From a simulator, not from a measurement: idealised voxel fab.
The name of this process module is voxel transistor to metal.
This is section cut - it's 185 nm across, gridded in 5 nm square cells.
In what follows, cross-sections appear as grids of square cells, described through bands that run from the top down, where every band is one or more rows of cells. For a band, the entry starts with two heights in nm, that of the top and then that of the bottom, and carries on with the band's materials in order from left to right, each alongside its width in nm; the word "everywhere" beside a single material means it fills the band edge to edge, and "empty" means empty space. It should be noted that heights are counted from 0, beneath which the wafer as supplied is of one material throughout, and that the lowest band possesses no lower boundary but continues downward, as written in "z 0 and below". Width spec "30 to 40" -> top row of cells at first value, bottom row at second value, equal per-row change in between. "nothing was modified" -> step changed no cross-section cell. Closed empty spaces (no open way to the top) of 8 cells or more are what "Listed closed voids" lists, each as width x height at distance from the left edge, nm for all three. after a step's settings: what the simulator itself notes on the step. Among the settings permitted on a step's line is "overlay nm"; applied to a step with a mask, it specifies the extent to which the mask lay to the right of its planned position, whereas a negative figure signifies a position to the left.

INTENDED PROCESS STEPS
step 1: RECEIVE with material Si
step 2: OXIDIZE with depth nm 5
step 3: CONFORMAL_DEP with material SiN, thk nm 10
step 4: MASKED_ETCH with tone cover, mask id ACTIVE, width nm 115, etch materials SiN, depth nm 10, overlay nm 0
step 5: MASKED_ETCH with tone cover, mask id ACTIVE, width nm 115, etch materials SiO2, depth nm 5, overlay nm 0
step 6: MASKED_ETCH with tone cover, mask id ACTIVE, width nm 115, etch materials Si, depth nm 20, overlay nm 0
step 7: OXIDIZE with depth nm 5
step 8: FILL_DEP with material SiO2, thk nm 10
step 9: CMP with height nm 10
step 10: SELECTIVE_ETCH with etch materials SiO2, depth nm 10
step 11: STRIP with etch materials SiN
step 12: SELECTIVE_ETCH with etch materials SiO2, depth nm 5
step 13: OXIDIZE with depth nm 5
step 14: DIRECTIONAL_DEP with material polySi, thk nm 25
step 15: DIRECTIONAL_DEP with material SiCN, thk nm 15
step 16: PATTERN with tone cover, mask id GATE, material resist, width nm 35, thk nm 20, overlay nm 0
step 17: DIRECTIONAL_ETCH with etch materials SiCN, depth nm 25
step 18: DIRECTIONAL_ETCH with etch materials polySi, depth nm 35
step 19: STRIP with etch materials resist
step 20: CONFORMAL_DEP with material SiN, thk nm 10
step 21: DIRECTIONAL_ETCH with etch materials SiN, depth nm 10
step 22: DIRECTIONAL_ETCH with etch materials SiO2, depth nm 5
step 23: DIRECTIONAL_ETCH with etch materials Si, depth nm 15
step 24: EPI with material SiGe, thk nm 20
step 25: FILL_DEP with material SiO2, thk nm 5
step 26: CMP with height nm 20
step 27: STRIP with etch materials polySi
step 28: SELECTIVE_ETCH with etch materials SiO2, depth nm 5
step 29: CONFORMAL_DEP with material HfO2, thk nm 5
step 30: CONFORMAL_DEP with material TiN, thk nm 5
step 31: FILL_DEP with material W, thk nm 10
step 32: CMP with height nm 15
step 33: DIRECTIONAL_DEP with material SiO2, thk nm 10
step 34: PATTERN with tone open, mask id CONTACT, material resist, width nm 20, pitch nm 85, thk nm 20, overlay nm 0
step 35: DIRECTIONAL_ETCH with etch materials SiO2, depth nm 30
step 36: STRIP with etch materials resist
step 37: CONFORMAL_DEP with material TiN, thk nm 5
step 38: FILL_DEP with material W, thk nm 10
step 39: CMP with height nm 25
step 40: DIRECTIONAL_DEP with material TiN, thk nm 5
step 41: DIRECTIONAL_DEP with material Ru, thk nm 15
step 42: PATTERN with tone cover, mask id METAL_1, material resist, width nm 20, pitch nm 85, thk nm 15, overlay nm 0
step 43: DIRECTIONAL_ETCH with etch materials Ru, depth nm 15
step 44: DIRECTIONAL_ETCH with etch materials TiN, depth nm 5
step 45: STRIP with etch materials resist
step 46: CONFORMAL_DEP with material SiCN, thk nm 5
step 47: FILL_DEP with material lowk, thk nm 5
step 48: CMP with height nm 45
step 49: CONFORMAL_DEP with material SiCN, thk nm 5
step 50: DIRECTIONAL_DEP with material lowk, thk nm 35
step 51: MASKED_ETCH with tone open, mask id METAL_2_HOLES, width nm 15, pitch nm 85, etch materials lowk, depth nm 35, overlay nm 0
step 52: PATTERN with tone open, mask id METAL_2, material resist, width nm 20, pitch nm 85, thk nm 15, overlay nm 0
step 53: DIRECTIONAL_ETCH with etch materials lowk, depth nm 20
step 54: DIRECTIONAL_ETCH with etch materials SiCN, depth nm 5
step 55: STRIP with etch materials resist
step 56: CONFORMAL_DEP with material TiN, thk nm 5
step 57: FILL_DEP with material Cu, thk nm 5
step 58: CMP with height nm 85
step 59: CONFORMAL_DEP with material SiCN, thk nm 5

ACCOUNT OF THE FIRST OF TWO WAFERS, WHICH WAS PROCESSED AS INTENDED

THIS IS THE CROSS-SECTION OF THE WAFER AS WE RECEIVED IT, I.E. AFTER STEP 1
z 0 and below = Si everywhere
Listed closed voids: none

CROSS-SECTION OF THE WAFER AFTER STEP 2
z 0 to -5 = SiO2 everywhere
Below a height of -5, the structure has not been altered.

CROSS-SECTION OF THE WAFER AFTER STEP 3
z 10 to 0 = SiN everywhere
Below a height of 0, the structure has not been altered.

CROSS-SECTION OF THE WAFER AFTER STEP 4
z 10 to 0 = empty (35), then SiN (115), then empty (35)
Below a height of 0, the structure has not been altered.

CROSS-SECTION OF THE WAFER AFTER STEP 5
z 10 to 0 = empty (35), then SiN (115), then empty (35)
z 0 to -5 = empty (35), then SiO2 (115), then empty (35)
Below a height of -5, the structure has not been altered.

CROSS-SECTION OF THE WAFER AFTER STEP 6
z 10 to 0 = empty (35), then SiN (115), then empty (35)
z 0 to -5 = empty (35), then SiO2 (115), then empty (35)
z -5 to -25 = empty (35), then Si (115), then empty (35)
Below a height of -25, the structure has not been altered.

CROSS-SECTION OF THE WAFER AFTER STEP 7
z 10 to 0 = empty (35), then SiN (115), then empty (35)
z 0 to -5 = empty (35), then SiO2 (115), then empty (35)
z -5 to -25 = empty (35), then SiO2 (5), then Si (105), then SiO2 (5), then empty (35)
z -25 to -30 = SiO2 (40), then Si (105), then SiO2 (40)
Below a height of -30, the structure has not been altered.

CROSS-SECTION OF THE WAFER AFTER STEP 8
z 20 to 10 = SiO2 everywhere
z 10 to 0 = SiO2 (35), then SiN (115), then SiO2 (35)
z 0 to -5 = SiO2 everywhere
z -5 to -30 = SiO2 (40), then Si (105), then SiO2 (40)
Below a height of -30, the structure has not been altered.

CROSS-SECTION OF THE WAFER AFTER STEP 9
z 10 to 0 = SiO2 (35), then SiN (115), then SiO2 (35)
Below a height of 0, the structure has not been altered.

CROSS-SECTION OF THE WAFER AFTER STEP 10
z 10 to 0 = empty (35), then SiN (115), then empty (35)
Below a height of 0, the structure has not been altered.

CROSS-SECTION OF THE WAFER AFTER STEP 11
z 0 to -5 = SiO2 everywhere
Below a height of -5, the structure has not been altered.

CROSS-SECTION OF THE WAFER AFTER STEP 12
z -5 to -30 = SiO2 (40), then Si (105), then SiO2 (40)
Below a height of -30, the structure has not been altered.

CROSS-SECTION OF THE WAFER AFTER STEP 13
z -5 to -10 = SiO2 everywhere
Below a height of -10, the structure has not been altered.

CROSS-SECTION OF THE WAFER AFTER STEP 14
z 20 to -5 = polySi everywhere
Below a height of -5, the structure has not been altered.

CROSS-SECTION OF THE WAFER AFTER STEP 15
z 35 to 20 = SiCN everywhere
Below a height of 20, the structure has not been altered.

CROSS-SECTION OF THE WAFER AFTER STEP 16
z 55 to 35 = empty (75), then resist (35), then empty (75)
Below a height of 35, the structure has not been altered.

CROSS-SECTION OF THE WAFER AFTER STEP 17
z 55 to 35 = empty (75), then resist (35), then empty (75)
z 35 to 20 = empty (75), then SiCN (35), then empty (75)
Below a height of 20, the structure has not been altered.

CROSS-SECTION OF THE WAFER AFTER STEP 18
z 55 to 35 = empty (75), then resist (35), then empty (75)
z 35 to 20 = empty (75), then SiCN (35), then empty (75)
z 20 to -5 = empty (75), then polySi (35), then empty (75)
Below a height of -5, the structure has not been altered.

CROSS-SECTION OF THE WAFER AFTER STEP 19
z 35 to 20 = empty (75), then SiCN (35), then empty (75)
Below a height of 20, the structure has not been altered.

CROSS-SECTION OF THE WAFER AFTER STEP 20
z 45 to 35 = empty (65), then SiN (55), then empty (65)
z 35 to 20 = empty (65), then SiN (10), then SiCN (35), then SiN (10), then empty (65)
z 20 to 5 = empty (65), then SiN (10), then polySi (35), then SiN (10), then empty (65)
z 5 to -5 = SiN (75), then polySi (35), then SiN (75)
Below a height of -5, the structure has not been altered.

CROSS-SECTION OF THE WAFER AFTER STEP 21
z 35 to 20 = empty (65), then SiN (10), then SiCN (35), then SiN (10), then empty (65)
z 20 to -5 = empty (65), then SiN (10), then polySi (35), then SiN (10), then empty (65)
Below a height of -5, the structure has not been altered.

CROSS-SECTION OF THE WAFER AFTER STEP 22
z 35 to 20 = empty (65), then SiN (10), then SiCN (35), then SiN (10), then empty (65)
z 20 to -5 = empty (65), then SiN (10), then polySi (35), then SiN (10), then empty (65)
z -5 to -10 = empty (65), then SiO2 (55), then empty (65)
Below a height of -10, the structure has not been altered.

CROSS-SECTION OF THE WAFER AFTER STEP 23
z 35 to 20 = empty (65), then SiN (10), then SiCN (35), then SiN (10), then empty (65)
z 20 to -5 = empty (65), then SiN (10), then polySi (35), then SiN (10), then empty (65)
z -5 to -10 = empty (65), then SiO2 (55), then empty (65)
z -10 to -25 = SiO2 (40), then empty (25), then Si (55), then empty (25), then SiO2 (40)
Below a height of -25, the structure has not been altered.

CROSS-SECTION OF THE WAFER AFTER STEP 24
z 35 to 20 = empty (65), then SiN (10), then SiCN (35), then SiN (10), then empty (65)
z 20 to 10 = empty (65), then SiN (10), then polySi (35), then SiN (10), then empty (65)
z 10 to -5 = empty (45), then SiGe (20), then SiN (10), then polySi (35), then SiN (10), then SiGe (20), then empty (45)
z -5 to -10 = empty (35), then SiGe (30), then SiO2 (55), then SiGe (30), then empty (35)
z -10 to -25 = SiO2 (40), then SiGe (25), then Si (55), then SiGe (25), then SiO2 (40)
Below a height of -25, the structure has not been altered.

CROSS-SECTION OF THE WAFER AFTER STEP 25
z 40 to 35 = SiO2 everywhere
z 35 to 20 = SiO2 (65), then SiN (10), then SiCN (35), then SiN (10), then SiO2 (65)
z 20 to 10 = SiO2 (65), then SiN (10), then polySi (35), then SiN (10), then SiO2 (65)
z 10 to -5 = SiO2 (45), then SiGe (20), then SiN (10), then polySi (35), then SiN (10), then SiGe (20), then SiO2 (45)
z -5 to -10 = SiO2 (35), then SiGe (30), then SiO2 (55), then SiGe (30), then SiO2 (35)
Below a height of -10, the structure has not been altered.

CROSS-SECTION OF THE WAFER AFTER STEP 26
z 20 to 10 = SiO2 (65), then SiN (10), then polySi (35), then SiN (10), then SiO2 (65)
Below a height of 10, the structure has not been altered.

CROSS-SECTION OF THE WAFER AFTER STEP 27
z 20 to 10 = SiO2 (65), then SiN (10), then empty (35), then SiN (10), then SiO2 (65)
z 10 to -5 = SiO2 (45), then SiGe (20), then SiN (10), then empty (35), then SiN (10), then SiGe (20), then SiO2 (45)
Below a height of -5, the structure has not been altered.

CROSS-SECTION OF THE WAFER AFTER STEP 28
z 20 to 15 = empty (65), then SiN (10), then empty (35), then SiN (10), then empty (65)
z 15 to 10 = SiO2 (65), then SiN (10), then empty (35), then SiN (10), then SiO2 (65)
z 10 to -5 = SiO2 (45), then SiGe (20), then SiN (10), then empty (35), then SiN (10), then SiGe (20), then SiO2 (45)
z -5 to -10 = SiO2 (35), then SiGe (30), then SiO2 (5), then empty (45), then SiO2 (5), then SiGe (30), then SiO2 (35)
Below a height of -10, the structure has not been altered.

CROSS-SECTION OF THE WAFER AFTER STEP 29
z 25 to 20 = empty (60), then HfO2 (20), then empty (25), then HfO2 (20), then empty (60)
z 20 to 15 = HfO2 (65), then SiN (10), then HfO2 (5), then empty (25), then HfO2 (5), then SiN (10), then HfO2 (65)
z 15 to 10 = SiO2 (65), then SiN (10), then HfO2 (5), then empty (25), then HfO2 (5), then SiN (10), then SiO2 (65)
z 10 to -5 = SiO2 (45), then SiGe (20), then SiN (10), then HfO2 (5), then empty (25), then HfO2 (5), then SiN (10), then SiGe (20), then SiO2 (45)
z -5 to -10 = SiO2 (35), then SiGe (30), then SiO2 (5), then HfO2 (45), then SiO2 (5), then SiGe (30), then SiO2 (35)
Below a height of -10, the structure has not been altered.

CROSS-SECTION OF THE WAFER AFTER STEP 30
z 30 to 25 = empty (55), then TiN (30), then empty (15), then TiN (30), then empty (55)
z 25 to 20 = TiN (60), then HfO2 (20), then TiN (5), then empty (15), then TiN (5), then HfO2 (20), then TiN (60)
z 20 to 15 = HfO2 (65), then SiN (10), then HfO2 (5), then TiN (5), then empty (15), then TiN (5), then HfO2 (5), then SiN (10), then HfO2 (65)
z 15 to 10 = SiO2 (65), then SiN (10), then HfO2 (5), then TiN (5), then empty (15), then TiN (5), then HfO2 (5), then SiN (10), then SiO2 (65)
z 10 to 0 = SiO2 (45), then SiGe (20), then SiN (10), then HfO2 (5), then TiN (5), then empty (15), then TiN (5), then HfO2 (5), then SiN (10), then SiGe (20), then SiO2 (45)
z 0 to -5 = SiO2 (45), then SiGe (20), then SiN (10), then HfO2 (5), then TiN (25), then HfO2 (5), then SiN (10), then SiGe (20), then SiO2 (45)
Below a height of -5, the structure has not been altered.

CROSS-SECTION OF THE WAFER AFTER STEP 31
z 40 to 30 = W everywhere
z 30 to 25 = W (55), then TiN (30), then W (15), then TiN (30), then W (55)
z 25 to 20 = TiN (60), then HfO2 (20), then TiN (5), then W (15), then TiN (5), then HfO2 (20), then TiN (60)
z 20 to 15 = HfO2 (65), then SiN (10), then HfO2 (5), then TiN (5), then W (15), then TiN (5), then HfO2 (5), then SiN (10), then HfO2 (65)
z 15 to 10 = SiO2 (65), then SiN (10), then HfO2 (5), then TiN (5), then W (15), then TiN (5), then HfO2 (5), then SiN (10), then SiO2 (65)
z 10 to 0 = SiO2 (45), then SiGe (20), then SiN (10), then HfO2 (5), then TiN (5), then W (15), then TiN (5), then HfO2 (5), then SiN (10), then SiGe (20), then SiO2 (45)
Below a height of 0, the structure has not been altered.

CROSS-SECTION OF THE WAFER AFTER STEP 32
z 15 to 10 = SiO2 (65), then SiN (10), then HfO2 (5), then TiN (5), then W (15), then TiN (5), then HfO2 (5), then SiN (10), then SiO2 (65)
Below a height of 10, the structure has not been altered.

CROSS-SECTION OF THE WAFER AFTER STEP 33
z 25 to 15 = SiO2 everywhere
Below a height of 15, the structure has not been altered.

CROSS-SECTION OF THE WAFER AFTER STEP 34
z 45 to 25 = resist (40), then empty (20), then resist (65), then empty (20), then resist (40)
Below a height of 25, the structure has not been altered.

CROSS-SECTION OF THE WAFER AFTER STEP 35
z 45 to 25 = resist (40), then empty (20), then resist (65), then empty (20), then resist (40)
z 25 to 15 = SiO2 (40), then empty (20), then SiO2 (65), then empty (20), then SiO2 (40)
z 15 to 10 = SiO2 (40), then empty (20), then SiO2 (5), then SiN (10), then HfO2 (5), then TiN (5), then W (15), then TiN (5), then HfO2 (5), then SiN (10), then SiO2 (5), then empty (20), then SiO2 (40)
z 10 to 0 = SiO2 (40), then empty (5), then SiGe (20), then SiN (10), then HfO2 (5), then TiN (5), then W (15), then TiN (5), then HfO2 (5), then SiN (10), then SiGe (20), then empty (5), then SiO2 (40)
z 0 to -5 = SiO2 (40), then empty (5), then SiGe (20), then SiN (10), then HfO2 (5), then TiN (25), then HfO2 (5), then SiN (10), then SiGe (20), then empty (5), then SiO2 (40)
Below a height of -5, the structure has not been altered.

CROSS-SECTION OF THE WAFER AFTER STEP 36
z 25 to 15 = SiO2 (40), then empty (20), then SiO2 (65), then empty (20), then SiO2 (40)
Below a height of 15, the structure has not been altered.

CROSS-SECTION OF THE WAFER AFTER STEP 37
z 30 to 25 = TiN (45), then empty (10), then TiN (75), then empty (10), then TiN (45)
z 25 to 15 = SiO2 (40), then TiN (5), then empty (10), then TiN (5), then SiO2 (65), then TiN (5), then empty (10), then TiN (5), then SiO2 (40)
z 15 to 10 = SiO2 (40), then TiN (20), then SiO2 (5), then SiN (10), then HfO2 (5), then TiN (5), then W (15), then TiN (5), then HfO2 (5), then SiN (10), then SiO2 (5), then TiN (20), then SiO2 (40)
z 10 to 0 = SiO2 (40), then TiN (5), then SiGe (20), then SiN (10), then HfO2 (5), then TiN (5), then W (15), then TiN (5), then HfO2 (5), then SiN (10), then SiGe (20), then TiN (5), then SiO2 (40)
z 0 to -5 = SiO2 (40), then TiN (5), then SiGe (20), then SiN (10), then HfO2 (5), then TiN (25), then HfO2 (5), then SiN (10), then SiGe (20), then TiN (5), then SiO2 (40)
Below a height of -5, the structure has not been altered.

CROSS-SECTION OF THE WAFER AFTER STEP 38
z 40 to 30 = W everywhere
z 30 to 25 = TiN (45), then W (10), then TiN (75), then W (10), then TiN (45)
z 25 to 15 = SiO2 (40), then TiN (5), then W (10), then TiN (5), then SiO2 (65), then TiN (5), then W (10), then TiN (5), then SiO2 (40)
Below a height of 15, the structure has not been altered.

CROSS-SECTION OF THE WAFER AFTER STEP 39
z 25 to 15 = SiO2 (40), then TiN (5), then W (10), then TiN (5), then SiO2 (65), then TiN (5), then W (10), then TiN (5), then SiO2 (40)
Below a height of 15, the structure has not been altered.

CROSS-SECTION OF THE WAFER AFTER STEP 40
z 30 to 25 = TiN everywhere
Below a height of 25, the structure has not been altered.

CROSS-SECTION OF THE WAFER AFTER STEP 41
z 45 to 30 = Ru everywhere
Below a height of 30, the structure has not been altered.

CROSS-SECTION OF THE WAFER AFTER STEP 42
z 60 to 45 = empty (40), then resist (20), then empty (65), then resist (20), then empty (40)
Below a height of 45, the structure has not been altered.

CROSS-SECTION OF THE WAFER AFTER STEP 43
z 60 to 45 = empty (40), then resist (20), then empty (65), then resist (20), then empty (40)
z 45 to 30 = empty (40), then Ru (20), then empty (65), then Ru (20), then empty (40)
Below a height of 30, the structure has not been altered.

CROSS-SECTION OF THE WAFER AFTER STEP 44
z 60 to 45 = empty (40), then resist (20), then empty (65), then resist (20), then empty (40)
z 45 to 30 = empty (40), then Ru (20), then empty (65), then Ru (20), then empty (40)
z 30 to 25 = empty (40), then TiN (20), then empty (65), then TiN (20), then empty (40)
Below a height of 25, the structure has not been altered.

CROSS-SECTION OF THE WAFER AFTER STEP 45
z 45 to 30 = empty (40), then Ru (20), then empty (65), then Ru (20), then empty (40)
Below a height of 30, the structure has not been altered.

CROSS-SECTION OF THE WAFER AFTER STEP 46
z 50 to 45 = empty (35), then SiCN (30), then empty (55), then SiCN (30), then empty (35)
z 45 to 30 = empty (35), then SiCN (5), then Ru (20), then SiCN (5), then empty (55), then SiCN (5), then Ru (20), then SiCN (5), then empty (35)
z 30 to 25 = SiCN (40), then TiN (20), then SiCN (65), then TiN (20), then SiCN (40)
Below a height of 25, the structure has not been altered.

CROSS-SECTION OF THE WAFER AFTER STEP 47
z 55 to 50 = lowk everywhere
z 50 to 45 = lowk (35), then SiCN (30), then lowk (55), then SiCN (30), then lowk (35)
z 45 to 30 = lowk (35), then SiCN (5), then Ru (20), then SiCN (5), then lowk (55), then SiCN (5), then Ru (20), then SiCN (5), then lowk (35)
Below a height of 30, the structure has not been altered.

CROSS-SECTION OF THE WAFER AFTER STEP 48
z 45 to 30 = lowk (35), then SiCN (5), then Ru (20), then SiCN (5), then lowk (55), then SiCN (5), then Ru (20), then SiCN (5), then lowk (35)
Below a height of 30, the structure has not been altered.

CROSS-SECTION OF THE WAFER AFTER STEP 49
z 50 to 45 = SiCN everywhere
Below a height of 45, the structure has not been altered.

CROSS-SECTION OF THE WAFER AFTER STEP 50
z 85 to 50 = lowk everywhere
Below a height of 50, the structure has not been altered.

CROSS-SECTION OF THE WAFER AFTER STEP 51
z 85 to 50 = lowk (40), then empty (15), then lowk (70), then empty (15), then lowk (45)
Below a height of 50, the structure has not been altered.

CROSS-SECTION OF THE WAFER AFTER STEP 52
z 100 to 85 = resist (40), then empty (20), then resist (65), then empty (20), then resist (40)
Below a height of 85, the structure has not been altered.

CROSS-SECTION OF THE WAFER AFTER STEP 53
z 100 to 85 = resist (40), then empty (20), then resist (65), then empty (20), then resist (40)
z 85 to 65 = lowk (40), then empty (20), then lowk (65), then empty (20), then lowk (40)
Below a height of 65, the structure has not been altered.

CROSS-SECTION OF THE WAFER AFTER STEP 54
z 100 to 85 = resist (40), then empty (20), then resist (65), then empty (20), then resist (40)
z 85 to 65 = lowk (40), then empty (20), then lowk (65), then empty (20), then lowk (40)
z 65 to 50 = lowk (40), then empty (15), then lowk (70), then empty (15), then lowk (45)
z 50 to 45 = SiCN (40), then empty (15), then SiCN (70), then empty (15), then SiCN (45)
Below a height of 45, the structure has not been altered.

CROSS-SECTION OF THE WAFER AFTER STEP 55
z 85 to 65 = lowk (40), then empty (20), then lowk (65), then empty (20), then lowk (40)
Below a height of 65, the structure has not been altered.

CROSS-SECTION OF THE WAFER AFTER STEP 56
z 90 to 85 = TiN (45), then empty (10), then TiN (75), then empty (10), then TiN (45)
z 85 to 70 = lowk (40), then TiN (5), then empty (10), then TiN (5), then lowk (65), then TiN (5), then empty (10), then TiN (5), then lowk (40)
z 70 to 65 = lowk (40), then TiN (5), then empty (5), then TiN (10), then lowk (65), then TiN (5), then empty (5), then TiN (10), then lowk (40)
z 65 to 50 = lowk (40), then TiN (5), then empty (5), then TiN (5), then lowk (70), then TiN (5), then empty (5), then TiN (5), then lowk (45)
z 50 to 45 = SiCN (40), then TiN (15), then SiCN (70), then TiN (15), then SiCN (45)
Below a height of 45, the structure has not been altered.

CROSS-SECTION OF THE WAFER AFTER STEP 57
z 95 to 90 = Cu everywhere
z 90 to 85 = TiN (45), then Cu (10), then TiN (75), then Cu (10), then TiN (45)
z 85 to 70 = lowk (40), then TiN (5), then Cu (10), then TiN (5), then lowk (65), then TiN (5), then Cu (10), then TiN (5), then lowk (40)
z 70 to 65 = lowk (40), then TiN (5), then Cu (5), then TiN (10), then lowk (65), then TiN (5), then Cu (5), then TiN (10), then lowk (40)
z 65 to 50 = lowk (40), then TiN (5), then Cu (5), then TiN (5), then lowk (70), then TiN (5), then Cu (5), then TiN (5), then lowk (45)
Below a height of 50, the structure has not been altered.

CROSS-SECTION OF THE WAFER AFTER STEP 58
z 85 to 70 = lowk (40), then TiN (5), then Cu (10), then TiN (5), then lowk (65), then TiN (5), then Cu (10), then TiN (5), then lowk (40)
Below a height of 70, the structure has not been altered.

CROSS-SECTION OF THE WAFER AFTER STEP 59
z 90 to 85 = SiCN everywhere
Below a height of 85, the structure has not been altered.

SECOND WAFER, SAME STARTING STATE AND PLAN AS THE FIRST, ONE MISTAKE IN THE RUN, IDENTICAL THROUGH STEP 48

WHEN STEP 49 SHOULD HAVE ENDED
z 80 to 45 = lowk everywhere
Below a height of 45, the structure has not been altered.

WHEN STEP 50 SHOULD HAVE ENDED
z 85 to 80 = SiCN everywhere
Below a height of 80, the structure has not been altered.

when step 51 should have ended: nothing was modified

WHEN STEP 52 SHOULD HAVE ENDED
z 100 to 85 = resist (40), then empty (20), then resist (65), then empty (20), then resist (40)
Below a height of 85, the structure has not been altered.

when step 53 should have ended: nothing was modified

WHEN STEP 54 SHOULD HAVE ENDED
z 100 to 85 = resist (40), then empty (20), then resist (65), then empty (20), then resist (40)
z 85 to 80 = SiCN (40), then empty (20), then SiCN (65), then empty (20), then SiCN (40)
Below a height of 80, the structure has not been altered.

WHEN STEP 55 SHOULD HAVE ENDED
z 85 to 80 = SiCN (40), then empty (20), then SiCN (65), then empty (20), then SiCN (40)
Below a height of 80, the structure has not been altered.

WHEN STEP 56 SHOULD HAVE ENDED
z 90 to 85 = TiN (45), then empty (10), then TiN (75), then empty (10), then TiN (45)
z 85 to 80 = SiCN (40), then TiN (20), then SiCN (65), then TiN (20), then SiCN (40)
Below a height of 80, the structure has not been altered.

WHEN STEP 57 SHOULD HAVE ENDED
z 95 to 90 = Cu everywhere
z 90 to 85 = TiN (45), then Cu (10), then TiN (75), then Cu (10), then TiN (45)
Below a height of 85, the structure has not been altered.

WHEN STEP 58 SHOULD HAVE ENDED
z 85 to 80 = SiCN (40), then TiN (20), then SiCN (65), then TiN (20), then SiCN (40)
Below a height of 80, the structure has not been altered.

WHEN STEP 59 SHOULD HAVE ENDED
z 90 to 85 = SiCN everywhere
Below a height of 85, the structure has not been altered.
What went wrong in running the wafer? steps 49 and 50 swapped
End of process, cell counts, second wafer against first, materials with more or fewer: -20 Cu; -2 SiCN; -28 TiN; +50 lowk
